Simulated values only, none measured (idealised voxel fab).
This section sets out a process module, namely voxel self aligned contacts.
For reference, the cross-section in this document is cut, with width 220 nm and square cells of 5 nm.
Format of a cross-section: grid, square cells. Given as bands. Order: top down. Band: one or more rows of cells.
In this notation a band is specified by the heights of its top and bottom, in that order and in nm, after which its materials appear from left to right, each paired with its width in nm. The word "all across" attached to a single material means that material fills the band from edge to edge; the word "empty" stands for empty space.
Heights are expressed relative to 0, this being the level below which the as-received wafer comprises one material exclusively. The lowest band is unbounded in the downward direction and is denoted as in "top 0, no bottom".
A width such as "30 to 40" changes by the same amount from each row of cells to the next, from the band's top row to its bottom row.
No cell of the cross-section changed in a step that is given as "no alterations made".
Any empty space of 8 cells or more lacking an open way to the top shows up in "Fully enclosed voids" as width x height at distance, distance from the left edge, in nm.
It should be noted that, on the line of a given step, the content following the step's settings is a remark produced by the simulator itself with respect to that step.
What "overlay nm" on a step's line means: if the step has a mask, that mask lay this far to the right of its planned place, or, when the value is negative, to the left.
If you're wondering how to read the rest of this, here's the deal. It's pairs of cross-sections: one from before a process step, one from after it. The after one is only drawn as far down as the lowest band that changed. Right under each pair you'll see which step sits between them and what its settings were. Don't read the pairs as one continuous story, though. They can come from different runs of this module on the same starting wafer, and a pair only carries on from the one above it where its entry headed "Ahead of processing" says so.

Ahead of processing
* top 75, bottom 55: empty 60 nm  resist 35 nm  empty 30 nm  resist 35 nm  empty 60 nm
* top 55, bottom 40: empty 60 nm  aC 35 nm  empty 30 nm  aC 35 nm  empty 60 nm
* top 40, bottom 25: SiN all across
* top 25, bottom 5: polySi all across
* top 5, bottom 0: SiO2 all across
* top 0, no bottom: Si all across
* Fully enclosed voids: none

Section, Post-Step
* top 55, bottom 40: empty 60 nm  aC 35 nm  empty 30 nm  aC 35 nm  empty 60 nm
* Nothing below the height 40 has changed.
* Fully enclosed voids: none
Upper to lower cross-section via op STRIP | etch materials resist

Ahead of processing: The cross-section prior to this step is the one presented after the step of the pair immediately above.

Section, Post-Step
* top 55, bottom 40: empty 60 nm  aC 35 nm  empty 30 nm  aC 35 nm  empty 60 nm
* top 40, bottom 25: empty 60 nm  SiN 35 nm  empty 30 nm  SiN 35 nm  empty 60 nm
* Nothing below the height 25 has changed.
* Fully enclosed voids: none
Upper to lower cross-section via op DIRECTIONAL_ETCH | etch materials SiN | depth nm 15

Ahead of processing: The cross-section prior to this step is the one presented after the step of the pair immediately above.

Section, Post-Step
* top 55, bottom 40: empty 60 nm  aC 35 nm  empty 30 nm  aC 35 nm  empty 60 nm
* top 40, bottom 25: empty 60 nm  SiN 35 nm  empty 30 nm  SiN 35 nm  empty 60 nm
* top 25, bottom 5: empty 60 nm  polySi 35 nm  empty 30 nm  polySi 35 nm  empty 60 nm
* Nothing below the height 5 has changed.
* Fully enclosed voids: none
Upper to lower cross-section via op DIRECTIONAL_ETCH | etch materials polySi | depth nm 20

Ahead of processing: The cross-section prior to this step is the one presented after the step of the pair immediately above.

Section, Post-Step
* top 40, bottom 25: empty 60 nm  SiN 35 nm  empty 30 nm  SiN 35 nm  empty 60 nm
* Nothing below the height 25 has changed.
* Fully enclosed voids: none
Upper to lower cross-section via op STRIP | etch materials aC

Ahead of processing: The cross-section prior to this step is the one presented after the step of the pair immediately above.

Section, Post-Step
* top 45, bottom 25: empty 55 nm  SiN 45 nm  empty 20 nm  SiN 45 nm  empty 55 nm
* top 25, bottom 10: empty 55 nm  SiN 5 nm  polySi 35 nm  SiN 5 nm  empty 20 nm  SiN 5 nm  polySi 35 nm  SiN 5 nm  empty 55 nm
* top 10, bottom 5: SiN 60 nm  polySi 35 nm  SiN 30 nm  polySi 35 nm  SiN 60 nm
* Nothing below the height 5 has changed.
* Fully enclosed voids: none
Upper to lower cross-section via op CONFORMAL_DEP | material SiN | thk nm 5

Ahead of processing: The cross-section prior to this step is the one presented after the step of the pair immediately above.

Section, Post-Step
* top 40, bottom 25: empty 55 nm  SiN 45 nm  empty 20 nm  SiN 45 nm  empty 55 nm
* top 25, bottom 5: empty 55 nm  SiN 5 nm  polySi 35 nm  SiN 5 nm  empty 20 nm  SiN 5 nm  polySi 35 nm  SiN 5 nm  empty 55 nm
* Nothing below the height 5 has changed.
* Fully enclosed voids: none
Upper to lower cross-section via op DIRECTIONAL_ETCH | etch materials SiN | depth nm 5

Ahead of processing: The cross-section prior to this step is the one presented after the step of the pair immediately above.

Section, Post-Step
* top 55, bottom 40: SiO2 all across
* top 40, bottom 25: SiO2 55 nm  SiN 45 nm  SiO2 20 nm  SiN 45 nm  SiO2 55 nm
* top 25, bottom 5: SiO2 55 nm  SiN 5 nm  polySi 35 nm  SiN 5 nm  SiO2 20 nm  SiN 5 nm  polySi 35 nm  SiN 5 nm  SiO2 55 nm
* Nothing below the height 5 has changed.
* Fully enclosed voids: none
Upper to lower cross-section via op FILL_DEP | material SiO2 | thk nm 15

Ahead of processing: The cross-section prior to this step is the one presented after the step of the pair immediately above.

Section, Post-Step
* top 45, bottom 40: SiO2 all across
* Nothing below the height 40 has changed.
* Fully enclosed voids: none
Upper to lower cross-section via op CMP | height nm 45

Ahead of processing: The cross-section prior to this step is the one presented after the step of the pair immediately above.

Section, Post-Step
* top 45, bottom 40: SiO2 85 nm  empty 45 nm  SiO2 90 nm
* top 40, bottom 25: SiO2 55 nm  SiN 45 nm  empty 20 nm  SiN 45 nm  SiO2 55 nm
* top 25, bottom 5: SiO2 55 nm  SiN 5 nm  polySi 35 nm  SiN 5 nm  empty 20 nm  SiN 5 nm  polySi 35 nm  SiN 5 nm  SiO2 55 nm
* top 5, bottom 0: SiO2 100 nm  empty 20 nm  SiO2 100 nm
* Nothing below the height 0 has changed.
* Fully enclosed voids: none
Upper to lower cross-section via op MASKED_ETCH | tone open | mask id CONTACT | width nm 45 | etch materials SiO2 | depth nm 45 | overlay nm 0

Ahead of processing: The cross-section prior to this step is the one presented after the step of the pair immediately above.

Section, Post-Step
* top 50, bottom 45: TiN 90 nm  empty 35 nm  TiN 95 nm
* top 45, bottom 40: SiO2 85 nm  TiN 20 nm  empty 10 nm  TiN 15 nm  SiO2 90 nm
* top 40, bottom 25: SiO2 55 nm  SiN 45 nm  TiN 5 nm  empty 10 nm  TiN 5 nm  SiN 45 nm  SiO2 55 nm
* top 25, bottom 5: SiO2 55 nm  SiN 5 nm  polySi 35 nm  SiN 5 nm  TiN 5 nm  empty 10 nm  TiN 5 nm  SiN 5 nm  polySi 35 nm  SiN 5 nm  SiO2 55 nm
* top 5, bottom 0: SiO2 100 nm  TiN 20 nm  SiO2 100 nm
* Nothing below the height 0 has changed.
* Fully enclosed voids: none
Upper to lower cross-section via op CONFORMAL_DEP | material TiN | thk nm 5

Ahead of processing: The cross-section prior to this step is the one presented after the step of the pair immediately above.

Section, Post-Step
* top 60, bottom 50: Ru all across
* top 50, bottom 45: TiN 90 nm  Ru 35 nm  TiN 95 nm
* top 45, bottom 40: SiO2 85 nm  TiN 20 nm  Ru 10 nm  TiN 15 nm  SiO2 90 nm
* top 40, bottom 25: SiO2 55 nm  SiN 45 nm  TiN 5 nm  Ru 10 nm  TiN 5 nm  SiN 45 nm  SiO2 55 nm
* top 25, bottom 5: SiO2 55 nm  SiN 5 nm  polySi 35 nm  SiN 5 nm  TiN 5 nm  Ru 10 nm  TiN 5 nm  SiN 5 nm  polySi 35 nm  SiN 5 nm  SiO2 55 nm
* Nothing below the height 5 has changed.
* Fully enclosed voids: none
Upper to lower cross-section via op FILL_DEP | material Ru | thk nm 10

Ahead of processing: The cross-section prior to this step is the one presented after the step of the pair immediately above.

Section, Post-Step
* top 45, bottom 40: SiO2 85 nm  TiN 20 nm  Ru 10 nm  TiN 15 nm  SiO2 90 nm
* Nothing below the height 40 has changed.
* Fully enclosed voids: none
Upper to lower cross-section via op CMP | height nm 45

Ahead of processing: The cross-section prior to this step is the one presented after the step of the pair immediately above.

Section, Post-Step
* top 50, bottom 45: SiCN all across
* Nothing below the height 45 has changed.
* Fully enclosed voids: none
Upper to lower cross-section via op CONFORMAL_DEP | material SiCN | thk nm 5

Ahead of processing
* top 45, bottom 40: SiO2 all across
* top 40, bottom 25: SiO2 55 nm  SiN 40 nm  SiO2 25 nm  SiN 40 nm  SiO2 60 nm
* top 25, bottom 5: SiO2 55 nm  SiN 5 nm  polySi 30 nm  SiN 5 nm  SiO2 25 nm  SiN 5 nm  polySi 30 nm  SiN 5 nm  SiO2 60 nm
* top 5, bottom 0: SiO2 all across
* top 0, no bottom: Si all across
* Fully enclosed voids: none

Section, Post-Step
* top 45, bottom 40: SiO2 75 nm  empty 45 nm  SiO2 100 nm
* top 40, bottom 25: SiO2 55 nm  SiN 40 nm  empty 25 nm  SiN 40 nm  SiO2 60 nm
* top 25, bottom 5: SiO2 55 nm  SiN 5 nm  polySi 30 nm  SiN 5 nm  empty 25 nm  SiN 5 nm  polySi 30 nm  SiN 5 nm  SiO2 60 nm
* top 5, bottom 0: SiO2 95 nm  empty 25 nm  SiO2 100 nm
* Nothing below the height 0 has changed.
* Fully enclosed voids: none
Upper to lower cross-section via op MASKED_ETCH | tone open | mask id CONTACT | width nm 45 | etch materials SiO2 | depth nm 45 | overlay nm -10

Ahead of processing: The cross-section prior to this step is the one presented after the step of the pair immediately above.

Section, Post-Step
* top 50, bottom 45: TiN 80 nm  empty 35 nm  TiN 105 nm
* top 45, bottom 40: SiO2 75 nm  TiN 25 nm  empty 15 nm  TiN 5 nm  SiO2 100 nm
* top 40, bottom 25: SiO2 55 nm  SiN 40 nm  TiN 5 nm  empty 15 nm  TiN 5 nm  SiN 40 nm  SiO2 60 nm
* top 25, bottom 5: SiO2 55 nm  SiN 5 nm  polySi 30 nm  SiN 5 nm  TiN 5 nm  empty 15 nm  TiN 5 nm  SiN 5 nm  polySi 30 nm  SiN 5 nm  SiO2 60 nm
* top 5, bottom 0: SiO2 95 nm  TiN 25 nm  SiO2 100 nm
* Nothing below the height 0 has changed.
* Fully enclosed voids: none
Upper to lower cross-section via op CONFORMAL_DEP | material TiN | thk nm 5

Ahead of processing: The cross-section prior to this step is the one presented after the step of the pair immediately above.

Section, Post-Step
* top 60, bottom 50: Ru all across
* top 50, bottom 45: TiN 80 nm  Ru 35 nm  TiN 105 nm
* top 45, bottom 40: SiO2 75 nm  TiN 25 nm  Ru 15 nm  TiN 5 nm  SiO2 100 nm
* top 40, bottom 25: SiO2 55 nm  SiN 40 nm  TiN 5 nm  Ru 15 nm  TiN 5 nm  SiN 40 nm  SiO2 60 nm
* top 25, bottom 5: SiO2 55 nm  SiN 5 nm  polySi 30 nm  SiN 5 nm  TiN 5 nm  Ru 15 nm  TiN 5 nm  SiN 5 nm  polySi 30 nm  SiN 5 nm  SiO2 60 nm
* Nothing below the height 5 has changed.
* Fully enclosed voids: none
Upper to lower cross-section via op FILL_DEP | material Ru | thk nm 10

Ahead of processing: The cross-section prior to this step is the one presented after the step of the pair immediately above.

Section, Post-Step
* top 45, bottom 40: SiO2 75 nm  TiN 25 nm  Ru 15 nm  TiN 5 nm  SiO2 100 nm
* Nothing below the height 40 has changed.
* Fully enclosed voids: none
Upper to lower cross-section via op CMP | height nm 45

Ahead of processing: The cross-section prior to this step is the one presented after the step of the pair immediately above.

Section, Post-Step
* top 50, bottom 45: SiCN all across
* Nothing below the height 45 has changed.
* Fully enclosed voids: none
Upper to lower cross-section via op CONFORMAL_DEP | material SiCN | thk nm 5

Ahead of processing
* top 40, bottom 25: empty 55 nm  SiN 40 nm  empty 25 nm  SiN 40 nm  empty 60 nm
* top 25, bottom 5: empty 55 nm  SiN 5 nm  polySi 30 nm  SiN 5 nm  empty 25 nm  SiN 5 nm  polySi 30 nm  SiN 5 nm  empty 60 nm
* top 5, bottom 0: SiO2 all across
* top 0, no bottom: Si all across
* Fully enclosed voids: none

Section, Post-Step
* top 55, bottom 40: polySi all across
* top 40, bottom 25: polySi 55 nm  SiN 40 nm  polySi 25 nm  SiN 40 nm  polySi 60 nm
* top 25, bottom 5: polySi 55 nm  SiN 5 nm  polySi 30 nm  SiN 5 nm  polySi 25 nm  SiN 5 nm  polySi 30 nm  SiN 5 nm  polySi 60 nm
* Nothing below the height 5 has changed.
* Fully enclosed voids: none
Upper to lower cross-section via op FILL_DEP | material polySi | thk nm 15

Ahead of processing: The cross-section prior to this step is the one presented after the step of the pair immediately above.

Section, Post-Step
* top 45, bottom 40: polySi all across
* Nothing below the height 40 has changed.
* Fully enclosed voids: none
Upper to lower cross-section via op CMP | height nm 45

Ahead of processing: The cross-section prior to this step is the one presented after the step of the pair immediately above.

Section, Post-Step
* top 50, bottom 45: TiN all across
* Nothing below the height 45 has changed.
* Fully enclosed voids: none
Upper to lower cross-section via op CONFORMAL_DEP | material TiN | thk nm 5

Ahead of processing: The cross-section prior to this step is the one presented after the step of the pair immediately above.

Section, Post-Step
* top 60, bottom 50: Ru all across
* Nothing below the height 50 has changed.
* Fully enclosed voids: none
Upper to lower cross-section via op FILL_DEP | material Ru | thk nm 10

Ahead of processing: The cross-section prior to this step is the one presented after the step of the pair immediately above.

Section, Post-Step
* top 45, bottom 40: polySi all across
* Nothing below the height 40 has changed.
* Fully enclosed voids: none
Upper to lower cross-section via op CMP | height nm 45

Ahead of processing: The cross-section prior to this step is the one presented after the step of the pair immediately above.

Section, Post-Step
* top 50, bottom 45: SiCN all across
* Nothing below the height 45 has changed.
* Fully enclosed voids: none
Upper to lower cross-section via op CONFORMAL_DEP | material SiCN | thk nm 5

Ahead of processing
* top 55, bottom 40: aC all across
* top 40, bottom 25: SiN all across
* top 25, bottom 5: polySi all across
* top 5, bottom 0: SiO2 all across
* top 0, no bottom: Si all across
* Fully enclosed voids: none

Section, Post-Step
* top 90, bottom 55: resist 60 nm  empty 30 nm  resist 35 nm  empty 30 nm  resist 65 nm
* Nothing below the height 55 has changed.
* Fully enclosed voids: none
Upper to lower cross-section via op PATTERN | tone open | mask id GATE | material resist | width nm 30 | pitch nm 65 | thk nm 35 | overlay nm 0

Ahead of processing: The cross-section prior to this step is the one presented after the step of the pair immediately above.

Section, Post-Step
* top 75, bottom 55: resist 60 nm  empty 30 nm  resist 35 nm  empty 30 nm  resist 65 nm
* top 55, bottom 40: aC 60 nm  empty 30 nm  aC 35 nm  empty 30 nm  aC 65 nm
* Nothing below the height 40 has changed.
* Fully enclosed voids: none
Upper to lower cross-section via op DIRECTIONAL_ETCH | etch materials aC | depth nm 15

Ahead of processing: The cross-section prior to this step is the one presented after the step of the pair immediately above.

Section, Post-Step
* top 55, bottom 40: aC 60 nm  empty 30 nm  aC 35 nm  empty 30 nm  aC 65 nm
* Nothing below the height 40 has changed.
* Fully enclosed voids: none
Upper to lower cross-section via op STRIP | etch materials resist

Ahead of processing: The cross-section prior to this step is the one presented after the step of the pair immediately above.

Section, Post-Step
* top 55, bottom 40: aC 60 nm  empty 30 nm  aC 35 nm  empty 30 nm  aC 65 nm
* top 40, bottom 25: SiN 60 nm  empty 30 nm  SiN 35 nm  empty 30 nm  SiN 65 nm
* Nothing below the height 25 has changed.
* Fully enclosed voids: none
Upper to lower cross-section via op DIRECTIONAL_ETCH | etch materials SiN | depth nm 15

Ahead of processing: The cross-section prior to this step is the one presented after the step of the pair immediately above.

Section, Post-Step
* top 55, bottom 40: aC 60 nm  empty 30 nm  aC 35 nm  empty 30 nm  aC 65 nm
* top 40, bottom 25: SiN 60 nm  empty 30 nm  SiN 35 nm  empty 30 nm  SiN 65 nm
* top 25, bottom 5: polySi 60 nm  empty 30 nm  polySi 35 nm  empty 30 nm  polySi 65 nm
* Nothing below the height 5 has changed.
* Fully enclosed voids: none
Upper to lower cross-section via op DIRECTIONAL_ETCH | etch materials polySi | depth nm 20

Ahead of processing: The cross-section prior to this step is the one presented after the step of the pair immediately above.

Section, Post-Step
* top 40, bottom 25: SiN 60 nm  empty 30 nm  SiN 35 nm  empty 30 nm  SiN 65 nm
* Nothing below the height 25 has changed.
* Fully enclosed voids: none
Upper to lower cross-section via op STRIP | etch materials aC

Ahead of processing: The cross-section prior to this step is the one presented after the step of the pair immediately above.

Section, Post-Step
* top 45, bottom 25: SiN 65 nm  empty 20 nm  SiN 45 nm  empty 20 nm  SiN 70 nm
* top 25, bottom 10: polySi 60 nm  SiN 5 nm  empty 20 nm  SiN 5 nm  polySi 35 nm  SiN 5 nm  empty 20 nm  SiN 5 nm  polySi 65 nm
* top 10, bottom 5: polySi 60 nm  SiN 30 nm  polySi 35 nm  SiN 30 nm  polySi 65 nm
* Nothing below the height 5 has changed.
* Fully enclosed voids: none
Upper to lower cross-section via op CONFORMAL_DEP | material SiN | thk nm 5

Ahead of processing: The cross-section prior to this step is the one presented after the step of the pair immediately above.

Section, Post-Step
* top 40, bottom 25: SiN 65 nm  empty 20 nm  SiN 45 nm  empty 20 nm  SiN 70 nm
* top 25, bottom 5: polySi 60 nm  SiN 5 nm  empty 20 nm  SiN 5 nm  polySi 35 nm  SiN 5 nm  empty 20 nm  SiN 5 nm  polySi 65 nm
* Nothing below the height 5 has changed.
* Fully enclosed voids: none
Upper to lower cross-section via op DIRECTIONAL_ETCH | etch materials SiN | depth nm 5

Ahead of processing: The cross-section prior to this step is the one presented after the step of the pair immediately above.

Section, Post-Step
* top 55, bottom 40: SiO2 all across
* top 40, bottom 25: SiN 65 nm  SiO2 20 nm  SiN 45 nm  SiO2 20 nm  SiN 70 nm
* top 25, bottom 5: polySi 60 nm  SiN 5 nm  SiO2 20 nm  SiN 5 nm  polySi 35 nm  SiN 5 nm  SiO2 20 nm  SiN 5 nm  polySi 65 nm
* Nothing below the height 5 has changed.
* Fully enclosed voids: none
Upper to lower cross-section via op FILL_DEP | material SiO2 | thk nm 15

Ahead of processing: The cross-section prior to this step is the one presented after the step of the pair immediately above.

Section, Post-Step
* top 45, bottom 40: SiO2 all across
* Nothing below the height 40 has changed.
* Fully enclosed voids: none
Upper to lower cross-section via op CMP | height nm 45

Ahead of processing: The cross-section prior to this step is the one presented after the step of the pair immediately above.

Section, Post-Step
* top 45, bottom 40: SiO2 85 nm  empty 45 nm  SiO2 90 nm
* Nothing below the height 40 has changed.
* Fully enclosed voids: none
Upper to lower cross-section via op MASKED_ETCH | tone open | mask id CONTACT | width nm 45 | etch materials SiO2 | depth nm 45 | overlay nm 0

Ahead of processing: The cross-section prior to this step is the one presented after the step of the pair immediately above.

Section, Post-Step
* top 50, bottom 45: TiN 90 nm  empty 35 nm  TiN 95 nm
* top 45, bottom 40: SiO2 85 nm  TiN 45 nm  SiO2 90 nm
* Nothing below the height 40 has changed.
* Fully enclosed voids: none
Upper to lower cross-section via op CONFORMAL_DEP | material TiN | thk nm 5

Ahead of processing: The cross-section prior to this step is the one presented after the step of the pair immediately above.

Section, Post-Step
* top 60, bottom 50: Ru all across
* top 50, bottom 45: TiN 90 nm  Ru 35 nm  TiN 95 nm
* Nothing below the height 45 has changed.
* Fully enclosed voids: none
Upper to lower cross-section via op FILL_DEP | material Ru | thk nm 10

Ahead of processing: The cross-section prior to this step is the one presented after the step of the pair immediately above.

Section, Post-Step
* top 45, bottom 40: SiO2 85 nm  TiN 45 nm  SiO2 90 nm
* Nothing below the height 40 has changed.
* Fully enclosed voids: none
Upper to lower cross-section via op CMP | height nm 45

Ahead of processing: The cross-section prior to this step is the one presented after the step of the pair immediately above.

Section, Post-Step
* top 50, bottom 45: SiCN all across
* Nothing below the height 45 has changed.
* Fully enclosed voids: none
Upper to lower cross-section via op CONFORMAL_DEP | material SiCN | thk nm 5
